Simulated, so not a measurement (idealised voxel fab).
The process module presented herein is designated voxel ribs on slabs.
Displayed cross-section: cut, width of 255 nm, square cells sized 5 nm.
In what follows, cross-sections appear as grids of square cells, described through bands that run from the top down, where every band is one or more rows of cells. Band entry format. Leading values: height of top, height of bottom, nm. Remainder: materials in left-to-right order, each with its width in nm. Special words: "all across" on a single material, which then fills the band edge to edge; "blank", empty space. Height 0 is the level under which the wafer as received is all one material. The lowest band goes on downwards, as in "top 0, no bottom". The notation "30..40" denotes a width that varies across the rows of cells in the band, beginning at the first number in the top row, finishing at the second number in the bottom row, and changing by an identical amount from each row to the next. "nothing altered", as given for a step, is the statement that not any cell of the cross-section underwent a change during that step. The entry titled "Tabulated closed voids" provides the empty spaces that have no open way to the top, restricted to those of 8 cells or more. Each is presented as width x height at distance, the distance being measured from the left edge, with all three in nm. That trailing text on a step's line, after the settings, is the simulator's own remark on the step. When a step includes a mask, the "overlay nm" setting on its line states how far to the right of its planned place that mask lay, and negative values state how far to the left.
-- Process steps foreseen in the plan
- 1: RECEIVE with material Si
- 2: DIRECTIONAL_DEP with material SiO2, thk nm 25
- 3: DIRECTIONAL_DEP with material polySi, thk nm 25
- 4: MASKED_ETCH with tone cover, mask id RIB, width nm 20, etch materials polySi, depth nm 5, overlay nm 0
- 5: DIRECTIONAL_DEP with material aC, thk nm 15
- 6: PATTERN with tone cover, mask id SLAB, material resist, width nm 70, thk nm 30, overlay nm 0
- 7: DIRECTIONAL_ETCH with etch materials aC, depth nm 15
- 8: STRIP with etch materials resist
- 9: DIRECTIONAL_ETCH with etch materials polySi, depth nm 10
- 10: STRIP with etch materials aC
- 11: FILL_DEP with material SiO2, thk nm 15
- 12: CMP with height nm 60
- 13: DIRECTIONAL_DEP with material TiN, thk nm 5
- 14: MASKED_ETCH with tone cover, mask id HEATER, width nm 30, etch materials TiN, depth nm 5, overlay nm 0
- 15: CONFORMAL_DEP with material SiO2, thk nm 10
Keep in mind the plan's value for the depth nm of step 9 comes from the first wafer; the wafers don't share that setting, but they do share the same starting point.
-- After step 1, as received: first of several wafers, cross-section
* top 0, no bottom: Si all across
* Tabulated closed voids: none
-- First of several wafers, sectioned at end of module (last step: step 15)
* top 75, bottom 70: 100 nm blank / 50 nm SiO2 / 105 nm blank
* top 70, bottom 65: SiO2 all across
* top 65, bottom 60: 110 nm SiO2 / 30 nm TiN / 115 nm SiO2
* top 60, bottom 50: SiO2 all across
* top 50, bottom 45: 115 nm SiO2 / 20 nm polySi / 120 nm SiO2
* top 45, bottom 35: 90 nm SiO2 / 70 nm polySi / 95 nm SiO2
* top 35, bottom 25: polySi all across
* top 25, bottom 0: SiO2 all across
* top 0, no bottom: Si all across
* Tabulated closed voids: none
-- End of module, last wafer sectioned
* top 75, bottom 70: 100 nm blank / 50 nm SiO2 / 105 nm blank
* top 70, bottom 65: SiO2 all across
* top 65, bottom 60: 110 nm SiO2 / 30 nm TiN / 115 nm SiO2
* top 60, bottom 50: SiO2 all across
* top 50, bottom 45: 115 nm SiO2 / 20 nm polySi / 120 nm SiO2
* top 45, bottom 25: 90 nm SiO2 / 70 nm polySi / 95 nm SiO2
* top 25, bottom 0: SiO2 all across
* top 0, no bottom: Si all across
* Tabulated closed voids: none
-- Below is a per-wafer table. In it, each row describes the wafer at the end of the module by giving, for each material, the number of cells gained (+) or lost (-) since the wafer was received, and after that the closed voids of the wafer
depth nm 10 | +584 SiO2 | +6 TiN | +134 polySi | Tabulated closed voids: none
depth nm 15 | +621 SiO2 | +6 TiN | +97 polySi | Tabulated closed voids: none
depth nm 20 | +658 SiO2 | +6 TiN | +60 polySi | Tabulated closed voids: none
depth nm 25 | +658 SiO2 | +6 TiN | +60 polySi | Tabulated closed voids: none
depth nm 30 | +658 SiO2 | +6 TiN | +60 polySi | Tabulated closed voids: none
depth nm 35 | +658 SiO2 | +6 TiN | +60 polySi | Tabulated closed voids: none
